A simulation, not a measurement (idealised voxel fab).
process module | voxel capacitor over wiring
cross-section cut | 165 nm wide | cells 5 nm
A cross-section is a grid of square cells, given in bands from the top down. A band is one or more rows of cells.
Each band's line starts with the height of the band's top and of its bottom, in nm. Then come its materials from left to right, each with its width in nm. One material with "throughout" fills the band from edge to edge. "air" is empty space.
Height 0 is the level under which the wafer as received is all one material. The lowest band goes on downwards, as in "0 down".
A width such as "30 to 40" changes by the same amount from each row of cells to the next, from the band's top row to its bottom row.
"no change" after a step means that no cell of the cross-section changed.
closed voids: empty space of 8 cells or more with no open way to the top, each as width x height at its distance from the left edge, in nm
after a step's settings: what the simulator itself notes on the step
overlay nm, on a step with a mask: how far to the right of its planned place the mask lay; to the left if negative
plan
1 op RECEIVE | material Si
2 op CONFORMAL_DEP | material SiO2 | thk nm 10
3 op DIRECTIONAL_DEP | material TiN | thk nm 5
4 op DIRECTIONAL_DEP | material W | thk nm 15
5 op MASKED_ETCH | tone cover | mask id METAL_1 | width nm 30 | pitch nm 95 | etch materials W | depth nm 15 | overlay nm 0
6 op MASKED_ETCH | tone cover | mask id METAL_1 | width nm 30 | pitch nm 95 | etch materials TiN | depth nm 5 | overlay nm 0
7 op FILL_DEP | material lowk | thk nm 10
8 op CMP | height nm 30
9 op CONFORMAL_DEP | material SiCN | thk nm 5
10 op DIRECTIONAL_DEP | material SiO2 | thk nm 20
11 op PATTERN | tone open | mask id PLUG_1 | material resist | width nm 15 | thk nm 15 | overlay nm 0
12 op DIRECTIONAL_ETCH | etch materials SiO2 | depth nm 20
13 op DIRECTIONAL_ETCH | etch materials SiCN | depth nm 5
14 op STRIP | etch materials resist
15 op CONFORMAL_DEP | material TiN | thk nm 5
16 op FILL_DEP | material W | thk nm 5
17 op CMP | height nm 55
18 op DIRECTIONAL_DEP | material TiN | thk nm 10
19 op DIRECTIONAL_DEP | material SiN | thk nm 5
20 op DIRECTIONAL_DEP | material TiN | thk nm 5
21 op DIRECTIONAL_DEP | material aC | thk nm 10
22 op PATTERN | tone cover | mask id UPPER_PLATE | material resist | width nm 70 | thk nm 30 | overlay nm 0
23 op DIRECTIONAL_ETCH | etch materials aC | depth nm 10
24 op STRIP | etch materials resist
25 op DIRECTIONAL_ETCH | etch materials TiN | depth nm 5
26 op DIRECTIONAL_ETCH | etch materials SiN | depth nm 5
27 op STRIP | etch materials aC
28 op PATTERN | tone cover | mask id LOWER_PLATE | material resist | width nm 80 | thk nm 15 | overlay nm 0
29 op DIRECTIONAL_ETCH | etch materials TiN | depth nm 10
30 op STRIP | etch materials resist
31 op FILL_DEP | material SiO2 | thk nm 20
32 op CMP | height nm 90
33 op MASKED_ETCH | tone open | mask id PLUG_2 | width nm 15 | etch materials SiO2 | depth nm 15 | overlay nm 0
34 op CONFORMAL_DEP | material TiN | thk nm 5
35 op FILL_DEP | material Ru | thk nm 5
36 op CMP | height nm 90
37 op CONFORMAL_DEP | material SiN | thk nm 5
first wafer, as planned
as received, after step 1
  0 down: Si throughout
  closed voids: none
after step 2
  10 to 0: SiO2 throughout
  below 0: unchanged
after step 3
  15 to 10: TiN throughout
  below 10: unchanged
after step 4
  30 to 15: W throughout
  below 15: unchanged
after step 5
  30 to 15: air 20 | W 30 | air 65 | W 30 | air 20
  below 15: unchanged
after step 6
  30 to 15: air 20 | W 30 | air 65 | W 30 | air 20
  15 to 10: air 20 | TiN 30 | air 65 | TiN 30 | air 20
  below 10: unchanged
after step 7
  40 to 30: lowk throughout
  30 to 15: lowk 20 | W 30 | lowk 65 | W 30 | lowk 20
  15 to 10: lowk 20 | TiN 30 | lowk 65 | TiN 30 | lowk 20
  below 10: unchanged
after step 8
  30 to 15: lowk 20 | W 30 | lowk 65 | W 30 | lowk 20
  below 15: unchanged
after step 9
  35 to 30: SiCN throughout
  below 30: unchanged
after step 10
  55 to 35: SiO2 throughout
  below 35: unchanged
after step 11
  70 to 55: resist 35 | air 15 | resist 115
  below 55: unchanged
after step 12
  70 to 55: resist 35 | air 15 | resist 115
  55 to 35: SiO2 35 | air 15 | SiO2 115
  below 35: unchanged
after step 13
  70 to 55: resist 35 | air 15 | resist 115
  55 to 35: SiO2 35 | air 15 | SiO2 115
  35 to 30: SiCN 35 | air 15 | SiCN 115
  below 30: unchanged
after step 14
  55 to 35: SiO2 35 | air 15 | SiO2 115
  below 35: unchanged
after step 15
  60 to 55: TiN 40 | air 5 | TiN 120
  55 to 35: SiO2 35 | TiN 5 | air 5 | TiN 5 | SiO2 115
  35 to 30: SiCN 35 | TiN 15 | SiCN 115
  below 30: unchanged
after step 16
  65 to 60: W throughout
  60 to 55: TiN 40 | W 5 | TiN 120
  55 to 35: SiO2 35 | TiN 5 | W 5 | TiN 5 | SiO2 115
  below 35: unchanged
after step 17
  55 to 35: SiO2 35 | TiN 5 | W 5 | TiN 5 | SiO2 115
  below 35: unchanged
after step 18
  65 to 55: TiN throughout
  below 55: unchanged
after step 19
  70 to 65: SiN throughout
  below 65: unchanged
after step 20
  75 to 70: TiN throughout
  below 70: unchanged
after step 21
  85 to 75: aC throughout
  below 75: unchanged
after step 22
  115 to 85: air 35 | resist 70 | air 60
  below 85: unchanged
after step 23
  105 to 85: air 35 | resist 70 | air 60
  85 to 75: air 35 | aC 70 | air 60
  below 75: unchanged
after step 24
  85 to 75: air 35 | aC 70 | air 60
  below 75: unchanged
after step 25
  85 to 75: air 35 | aC 70 | air 60
  75 to 70: air 35 | TiN 70 | air 60
  below 70: unchanged
after step 26
  85 to 75: air 35 | aC 70 | air 60
  75 to 70: air 35 | TiN 70 | air 60
  70 to 65: air 35 | SiN 70 | air 60
  below 65: unchanged
after step 27
  75 to 70: air 35 | TiN 70 | air 60
  below 70: unchanged
after step 28
  90 to 75: air 30 | resist 80 | air 55
  75 to 70: air 30 | resist 5 | TiN 70 | resist 5 | air 55
  70 to 65: air 30 | resist 5 | SiN 70 | resist 5 | air 55
  below 65: unchanged
after step 29
  90 to 75: air 30 | resist 80 | air 55
  75 to 70: air 30 | resist 5 | TiN 70 | resist 5 | air 55
  70 to 65: air 30 | resist 5 | SiN 70 | resist 5 | air 55
  65 to 55: air 30 | TiN 80 | air 55
  below 55: unchanged
after step 30
  75 to 70: air 35 | TiN 70 | air 60
  70 to 65: air 35 | SiN 70 | air 60
  below 65: unchanged
after step 31
  95 to 75: SiO2 throughout
  75 to 70: SiO2 35 | TiN 70 | SiO2 60
  70 to 65: SiO2 35 | SiN 70 | SiO2 60
  65 to 55: SiO2 30 | TiN 80 | SiO2 55
  below 55: unchanged
after step 32
  90 to 75: SiO2 throughout
  below 75: unchanged
after step 33
  90 to 75: SiO2 45 | air 15 | SiO2 105
  below 75: unchanged
after step 34
  95 to 90: TiN 50 | air 5 | TiN 110
  90 to 80: SiO2 45 | TiN 5 | air 5 | TiN 5 | SiO2 105
  80 to 70: SiO2 45 to 35 | TiN 15 to 70 | SiO2 105 to 60
  below 70: unchanged
after step 35
  100 to 95: Ru throughout
  95 to 90: TiN 50 | Ru 5 | TiN 110
  90 to 80: SiO2 45 | TiN 5 | Ru 5 | TiN 5 | SiO2 105
  below 80: unchanged
after step 36
  90 to 80: SiO2 45 | TiN 5 | Ru 5 | TiN 5 | SiO2 105
  below 80: unchanged
after step 37
  95 to 90: SiN throughout
  below 90: unchanged
second wafer: like start, like plan, one mistake. Through step 26 it matches the first wafer
when step 27 should have ended
  75 to 70: air 35 | TiN 70 | air 60
  below 70: unchanged
when step 28 should have ended
  90 to 75: air 30 | resist 80 | air 55
  75 to 70: air 30 | resist 5 | TiN 70 | resist 5 | air 55
  70 to 65: air 30 | resist 5 | SiN 70 | resist 5 | air 55
  below 65: unchanged
when step 29 should have ended
  90 to 75: air 30 | resist 80 | air 55
  75 to 70: air 30 | resist 5 | TiN 70 | resist 5 | air 55
  70 to 65: air 30 | resist 5 | SiN 70 | resist 5 | air 55
  65 to 55: air 30 | TiN 80 | air 55
  below 55: unchanged
when step 30 should have ended
  75 to 70: air 35 | TiN 70 | air 60
  70 to 65: air 35 | SiN 70 | air 60
  below 65: unchanged
when step 31 should have ended
  95 to 75: SiO2 throughout
  75 to 70: SiO2 35 | TiN 70 | SiO2 60
  70 to 65: SiO2 35 | SiN 70 | SiO2 60
  65 to 55: SiO2 30 | TiN 80 | SiO2 55
  below 55: unchanged
when step 32 should have ended
  90 to 75: SiO2 throughout
  below 75: unchanged
when step 33 should have ended
  90 to 75: SiO2 45 | air 15 | SiO2 105
  below 75: unchanged
when step 34 should have ended
  95 to 90: TiN 50 | air 5 | TiN 110
  90 to 80: SiO2 45 | TiN 5 | air 5 | TiN 5 | SiO2 105
  80 to 70: SiO2 45 to 35 | TiN 15 to 70 | SiO2 105 to 60
  below 70: unchanged
when step 35 should have ended
  100 to 95: Ru throughout
  95 to 90: TiN 50 | Ru 5 | TiN 110
  90 to 80: SiO2 45 | TiN 5 | Ru 5 | TiN 5 | SiO2 105
  below 80: unchanged
when step 36 should have ended
  90 to 80: SiO2 45 | TiN 5 | Ru 5 | TiN 5 | SiO2 105
  below 80: unchanged
when step 37 should have ended
  95 to 90: SiN throughout
  below 90: unchanged
what went wrong: step 27 was run twice
at the end the two cross-sections are the same: no effect in what this model computes
